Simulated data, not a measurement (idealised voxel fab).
Process module under the name voxel plated lines
Shown is cross-section cut, with a width of 215 nm and square cells of size 5 nm.
Cross-section, as written here: a square-cell grid given band by band from the top down, where a band holds one or more rows of cells.
Band: top height; bottom height; in nm. Then, left to right: material with width in nm, for each material. "everywhere": a single material spanning edge to edge. "air": empty space.
Counting heights begins at 0, where everything beneath is, in the wafer as received, one material. The lowest band has no bottom; it goes on downwards, as "0..down" shows.
It should be noted that a width expressed as "30->40" varies in equal increments from row to row of cells within the band, taking the value of the first number at the top row and that of the second number at the bottom row.
Reading "changes: none" for a step: not a cell of the cross-section changed in it.
"Enclosed void listing": empty spaces of 8 cells or more with no open way to the top, each given as width x height at distance, distance from the left edge, all in nm.
Post-settings text on a step line: simulator's own remark regarding the step.
"overlay nm", when on a step's line for a step with a mask, measures how far to the right of its planned place the mask lay; a negative measure means to the left.
[Listed below are the process steps as planned]
1) RECEIVE,material Si
2) CONFORMAL_DEP,material SiN,thk nm 10
3) DIRECTIONAL_DEP,material TiN,thk nm 5
4) PATTERN,tone open,mask id LINES,material resist,width nm 25,pitch nm 45,thk nm 40,overlay nm 0
5) EPI,material Ru,thk nm 10
6) EPI,material Ru,thk nm 10
7) EPI,material Ru,thk nm 10
8) STRIP,etch materials resist
9) DIRECTIONAL_ETCH,etch materials TiN,depth nm 5
10) CONFORMAL_DEP,material SiCN,thk nm 10
[The cross-section here shows the wafer as received, i.e. in its state after step 1]
  0..down: Si everywhere
  Enclosed void listing: none
[The first of two wafers, cross-sectioned at the end of the module, with the run proceeding as planned]
  55..45: air (40), SiCN (135), air (40)
  45..20: air (40), SiCN (10), Ru (25), SiCN (20), Ru (25), SiCN (20), Ru (25), SiCN (10), air (40)
  20..15: SiCN (50), Ru (25), SiCN (20), Ru (25), SiCN (20), Ru (25), SiCN (50)
  15..10: SiCN (50), TiN (25), SiCN (20), TiN (25), SiCN (20), TiN (25), SiCN (50)
  10..0: SiN everywhere
  0..down: Si everywhere
  Enclosed void listing: none
[The second wafer, shown in cross-section after the module: started the same way as the first and given the same plan, yet one mistake crept into how it was run]
  55..45: air (45), SiCN (40), air (5), SiCN (40), air (5), SiCN (40), air (40)
  45..20: air (45), SiCN (10), Ru (20), SiCN (10), air (5), SiCN (10), Ru (20), SiCN (10), air (5), SiCN (10), Ru (20), SiCN (10), air (40)
  20..15: SiCN (55), Ru (20), SiCN (25), Ru (20), SiCN (25), Ru (20), SiCN (50)
  15..10: SiCN (55), TiN (20), SiCN (25), TiN (20), SiCN (25), TiN (20), SiCN (50)
  10..0: SiN everywhere
  0..down: Si everywhere
  Enclosed void listing: none
Against the plan, the run slipped here: step 4, actual vs plan mismatch, actual run PATTERN,tone open,mask id LINES,material resist,width nm 20,pitch nm 45,thk nm 40,overlay nm 0
Upon completion, the second wafer contains, in terms of cells, a greater or smaller amount of certain materials than the first wafer: Ru -18, TiN -3
